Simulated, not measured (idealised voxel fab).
The name of this process module is voxel self aligned contacts.
The cross-section on display is named cut; it measures 270 nm wide, and its cells are 5 nm squares.
Cross-sections here: square-cell grids, written as top-down lists of bands, a band being one or more rows of cells.
Top height, bottom height, nm. Materials left to right, width each, nm. Single material + "all across" = fills band edge to edge. "air" = empty.
The level at which height equals 0 is the one under which the wafer, as it arrives, is entirely one material. No lower edge exists for the bottom band, which continues downward and is notated as in "0 and below".
A two-number width, for instance "30 to 40", indicates that the width is equal to the first number in the top row of the band and to the second number in the bottom row, and that it changes by a constant amount per row of cells.
Any step labelled "remains unaltered" changed none of the cells in the cross-section.
If an empty space has no open way to the top and is at least 8 cells in size, "Catalogued sealed voids" lists it, written width x height at distance, where distance is measured from the left edge and every value is in nm.
after a step's settings: what the simulator itself notes on the step
"overlay nm" answers the question of how far to the right of plan the mask lay on a step that has a mask, and when it is negative the answer is to the left.

These are the steps we planned for the process:
1. op RECEIVE | material Si
2. op OXIDIZE | depth nm 5
3. op DIRECTIONAL_DEP | material polySi | thk nm 30
4. op DIRECTIONAL_DEP | material SiN | thk nm 20
5. op DIRECTIONAL_DEP | material aC | thk nm 10
6. op PATTERN | tone cover | mask id GATE | material resist | width nm 35 | pitch nm 70 | thk nm 25 | overlay nm 0
7. op DIRECTIONAL_ETCH | etch materials aC | depth nm 10
8. op STRIP | etch materials resist
9. op DIRECTIONAL_ETCH | etch materials SiN | depth nm 20
10. op DIRECTIONAL_ETCH | etch materials polySi | depth nm 30
11. op STRIP | etch materials aC
12. op CONFORMAL_DEP | material SiN | thk nm 10
13. op DIRECTIONAL_ETCH | etch materials SiN | depth nm 10
14. op FILL_DEP | material SiO2 | thk nm 15
15. op CMP | height nm 60
16. op PATTERN | tone open | mask id CONTACT | material resist | width nm 45 | pitch nm 70 | thk nm 15 | overlay nm 0
17. op DIRECTIONAL_ETCH | etch materials SiO2 | depth nm 65
18. op STRIP | etch materials resist
19. op CONFORMAL_DEP | material TiN | thk nm 5
20. op FILL_DEP | material Ru | thk nm 5
21. op CMP | height nm 60
22. op CONFORMAL_DEP | material SiN | thk nm 5

Of two wafers, the first: run according to plan:

Incoming wafer in cross-section (state: after step 1):
0 and below: Si all across
Catalogued sealed voids: none

The following cross-section depicts the wafer upon completion of step 2:
0 down to -5: SiO2 all across
No changes below -5.

The following cross-section depicts the wafer upon completion of step 3:
30 down to 0: polySi all across
No changes below 0.

The following cross-section depicts the wafer upon completion of step 4:
50 down to 30: SiN all across
No changes below 30.

The following cross-section depicts the wafer upon completion of step 5:
60 down to 50: aC all across
No changes below 50.

The following cross-section depicts the wafer upon completion of step 6:
85 down to 60: air: 45 / resist: 35 / air: 35 / resist: 35 / air: 35 / resist: 35 / air: 50
No changes below 60.

The following cross-section depicts the wafer upon completion of step 7:
75 down to 60: air: 45 / resist: 35 / air: 35 / resist: 35 / air: 35 / resist: 35 / air: 50
60 down to 50: air: 45 / aC: 35 / air: 35 / aC: 35 / air: 35 / aC: 35 / air: 50
No changes below 50.

The following cross-section depicts the wafer upon completion of step 8:
60 down to 50: air: 45 / aC: 35 / air: 35 / aC: 35 / air: 35 / aC: 35 / air: 50
No changes below 50.

The following cross-section depicts the wafer upon completion of step 9:
60 down to 50: air: 45 / aC: 35 / air: 35 / aC: 35 / air: 35 / aC: 35 / air: 50
50 down to 30: air: 45 / SiN: 35 / air: 35 / SiN: 35 / air: 35 / SiN: 35 / air: 50
No changes below 30.

The following cross-section depicts the wafer upon completion of step 10:
60 down to 50: air: 45 / aC: 35 / air: 35 / aC: 35 / air: 35 / aC: 35 / air: 50
50 down to 30: air: 45 / SiN: 35 / air: 35 / SiN: 35 / air: 35 / SiN: 35 / air: 50
30 down to 0: air: 45 / polySi: 35 / air: 35 / polySi: 35 / air: 35 / polySi: 35 / air: 50
No changes below 0.

The following cross-section depicts the wafer upon completion of step 11:
50 down to 30: air: 45 / SiN: 35 / air: 35 / SiN: 35 / air: 35 / SiN: 35 / air: 50
No changes below 30.

The following cross-section depicts the wafer upon completion of step 12:
60 down to 30: air: 35 / SiN: 55 / air: 15 / SiN: 55 / air: 15 / SiN: 55 / air: 40
30 down to 10: air: 35 / SiN: 10 / polySi: 35 / SiN: 10 / air: 15 / SiN: 10 / polySi: 35 / SiN: 10 / air: 15 / SiN: 10 / polySi: 35 / SiN: 10 / air: 40
10 down to 0: SiN: 45 / polySi: 35 / SiN: 35 / polySi: 35 / SiN: 35 / polySi: 35 / SiN: 50
No changes below 0.

The following cross-section depicts the wafer upon completion of step 13:
50 down to 30: air: 35 / SiN: 55 / air: 15 / SiN: 55 / air: 15 / SiN: 55 / air: 40
30 down to 0: air: 35 / SiN: 10 / polySi: 35 / SiN: 10 / air: 15 / SiN: 10 / polySi: 35 / SiN: 10 / air: 15 / SiN: 10 / polySi: 35 / SiN: 10 / air: 40
No changes below 0.

The following cross-section depicts the wafer upon completion of step 14:
65 down to 50: SiO2 all across
50 down to 30: SiO2: 35 / SiN: 55 / SiO2: 15 / SiN: 55 / SiO2: 15 / SiN: 55 / SiO2: 40
30 down to 0: SiO2: 35 / SiN: 10 / polySi: 35 / SiN: 10 / SiO2: 15 / SiN: 10 / polySi: 35 / SiN: 10 / SiO2: 15 / SiN: 10 / polySi: 35 / SiN: 10 / SiO2: 40
No changes below 0.

The following cross-section depicts the wafer upon completion of step 15:
60 down to 50: SiO2 all across
No changes below 50.

The following cross-section depicts the wafer upon completion of step 16:
75 down to 60: resist: 75 / air: 45 / resist: 25 / air: 45 / resist: 80
No changes below 60.

The following cross-section depicts the wafer upon completion of step 17:
75 down to 60: resist: 75 / air: 45 / resist: 25 / air: 45 / resist: 80
60 down to 50: SiO2: 75 / air: 45 / SiO2: 25 / air: 45 / SiO2: 80
50 down to 30: SiO2: 35 / SiN: 55 / air: 15 / SiN: 55 / air: 15 / SiN: 55 / SiO2: 40
30 down to 0: SiO2: 35 / SiN: 10 / polySi: 35 / SiN: 10 / air: 15 / SiN: 10 / polySi: 35 / SiN: 10 / air: 15 / SiN: 10 / polySi: 35 / SiN: 10 / SiO2: 40
0 down to -5: SiO2: 90 / air: 15 / SiO2: 55 / air: 15 / SiO2: 95
No changes below -5.

The following cross-section depicts the wafer upon completion of step 18:
60 down to 50: SiO2: 75 / air: 45 / SiO2: 25 / air: 45 / SiO2: 80
No changes below 50.

The following cross-section depicts the wafer upon completion of step 19:
65 down to 60: TiN: 80 / air: 35 / TiN: 35 / air: 35 / TiN: 85
60 down to 50: SiO2: 75 / TiN: 5 to 20 / air: 35 to 5 / TiN: 5 to 20 / SiO2: 25 / TiN: 5 to 20 / air: 35 to 5 / TiN: 5 to 20 / SiO2: 80
50 down to 30: SiO2: 35 / SiN: 55 / TiN: 5 / air: 5 / TiN: 5 / SiN: 55 / TiN: 5 / air: 5 / TiN: 5 / SiN: 55 / SiO2: 40
30 down to 0: SiO2: 35 / SiN: 10 / polySi: 35 / SiN: 10 / TiN: 5 / air: 5 / TiN: 5 / SiN: 10 / polySi: 35 / SiN: 10 / TiN: 5 / air: 5 / TiN: 5 / SiN: 10 / polySi: 35 / SiN: 10 / SiO2: 40
0 down to -5: SiO2: 90 / TiN: 15 / SiO2: 55 / TiN: 15 / SiO2: 95
No changes below -5.

The following cross-section depicts the wafer upon completion of step 20:
70 down to 65: Ru all across
65 down to 60: TiN: 80 / Ru: 35 / TiN: 35 / Ru: 35 / TiN: 85
60 down to 50: SiO2: 75 / TiN: 5 to 20 / Ru: 35 to 5 / TiN: 5 to 20 / SiO2: 25 / TiN: 5 to 20 / Ru: 35 to 5 / TiN: 5 to 20 / SiO2: 80
50 down to 30: SiO2: 35 / SiN: 55 / TiN: 5 / Ru: 5 / TiN: 5 / SiN: 55 / TiN: 5 / Ru: 5 / TiN: 5 / SiN: 55 / SiO2: 40
30 down to 0: SiO2: 35 / SiN: 10 / polySi: 35 / SiN: 10 / TiN: 5 / Ru: 5 / TiN: 5 / SiN: 10 / polySi: 35 / SiN: 10 / TiN: 5 / Ru: 5 / TiN: 5 / SiN: 10 / polySi: 35 / SiN: 10 / SiO2: 40
No changes below 0.

The following cross-section depicts the wafer upon completion of step 21:
60 down to 50: SiO2: 75 / TiN: 5 to 20 / Ru: 35 to 5 / TiN: 5 to 20 / SiO2: 25 / TiN: 5 to 20 / Ru: 35 to 5 / TiN: 5 to 20 / SiO2: 80
No changes below 50.

The following cross-section depicts the wafer upon completion of step 22:
65 down to 60: SiN all across
No changes below 60.

The remaining wafer, second of the two, started like the first and was run to the same plan, except that one mistake was made along the way; the two coincide through step 15, inclusive:

Cross-section of the second wafer at the time by which step 16 should have been completed according to the plan:
75 down to 60: resist: 65 / air: 45 / resist: 25 / air: 45 / resist: 90
No changes below 60.

Cross-section of the second wafer at the time by which step 17 should have been completed according to the plan:
75 down to 60: resist: 65 / air: 45 / resist: 25 / air: 45 / resist: 90
60 down to 50: SiO2: 65 / air: 45 / SiO2: 25 / air: 45 / SiO2: 90
50 down to 30: SiO2: 35 / SiN: 55 / air: 15 / SiN: 55 / air: 15 / SiN: 55 / SiO2: 40
30 down to 0: SiO2: 35 / SiN: 10 / polySi: 35 / SiN: 10 / air: 15 / SiN: 10 / polySi: 35 / SiN: 10 / air: 15 / SiN: 10 / polySi: 35 / SiN: 10 / SiO2: 40
0 down to -5: SiO2: 90 / air: 15 / SiO2: 55 / air: 15 / SiO2: 95
No changes below -5.

Cross-section of the second wafer at the time by which step 18 should have been completed according to the plan:
60 down to 50: SiO2: 65 / air: 45 / SiO2: 25 / air: 45 / SiO2: 90
No changes below 50.

Cross-section of the second wafer at the time by which step 19 should have been completed according to the plan:
65 down to 60: TiN: 70 / air: 35 / TiN: 35 / air: 35 / TiN: 95
60 down to 50: SiO2: 65 / TiN: 5 to 30 / air: 35 to 5 / TiN: 5 to 10 / SiO2: 25 / TiN: 5 to 30 / air: 35 to 5 / TiN: 5 to 10 / SiO2: 90
50 down to 30: SiO2: 35 / SiN: 55 / TiN: 5 / air: 5 / TiN: 5 / SiN: 55 / TiN: 5 / air: 5 / TiN: 5 / SiN: 55 / SiO2: 40
30 down to 0: SiO2: 35 / SiN: 10 / polySi: 35 / SiN: 10 / TiN: 5 / air: 5 / TiN: 5 / SiN: 10 / polySi: 35 / SiN: 10 / TiN: 5 / air: 5 / TiN: 5 / SiN: 10 / polySi: 35 / SiN: 10 / SiO2: 40
0 down to -5: SiO2: 90 / TiN: 15 / SiO2: 55 / TiN: 15 / SiO2: 95
No changes below -5.

Cross-section of the second wafer at the time by which step 20 should have been completed according to the plan:
70 down to 65: Ru all across
65 down to 60: TiN: 70 / Ru: 35 / TiN: 35 / Ru: 35 / TiN: 95
60 down to 50: SiO2: 65 / TiN: 5 to 30 / Ru: 35 to 5 / TiN: 5 to 10 / SiO2: 25 / TiN: 5 to 30 / Ru: 35 to 5 / TiN: 5 to 10 / SiO2: 90
50 down to 30: SiO2: 35 / SiN: 55 / TiN: 5 / Ru: 5 / TiN: 5 / SiN: 55 / TiN: 5 / Ru: 5 / TiN: 5 / SiN: 55 / SiO2: 40
30 down to 0: SiO2: 35 / SiN: 10 / polySi: 35 / SiN: 10 / TiN: 5 / Ru: 5 / TiN: 5 / SiN: 10 / polySi: 35 / SiN: 10 / TiN: 5 / Ru: 5 / TiN: 5 / SiN: 10 / polySi: 35 / SiN: 10 / SiO2: 40
No changes below 0.

Cross-section of the second wafer at the time by which step 21 should have been completed according to the plan:
60 down to 50: SiO2: 65 / TiN: 5 to 30 / Ru: 35 to 5 / TiN: 5 to 10 / SiO2: 25 / TiN: 5 to 30 / Ru: 35 to 5 / TiN: 5 to 10 / SiO2: 90
No changes below 50.

Cross-section of the second wafer at the time by which step 22 should have been completed according to the plan:
65 down to 60: SiN all across
No changes below 60.
Error vs. plan: for step 16, the planned setting was not used; the step was instead run as op PATTERN | tone open | mask id CONTACT | material resist | width nm 45 | pitch nm 70 | thk nm 15 | overlay nm -10
Tallied in cells, the final second wafer holds each material in the same quantity as the first, although not at the same places.
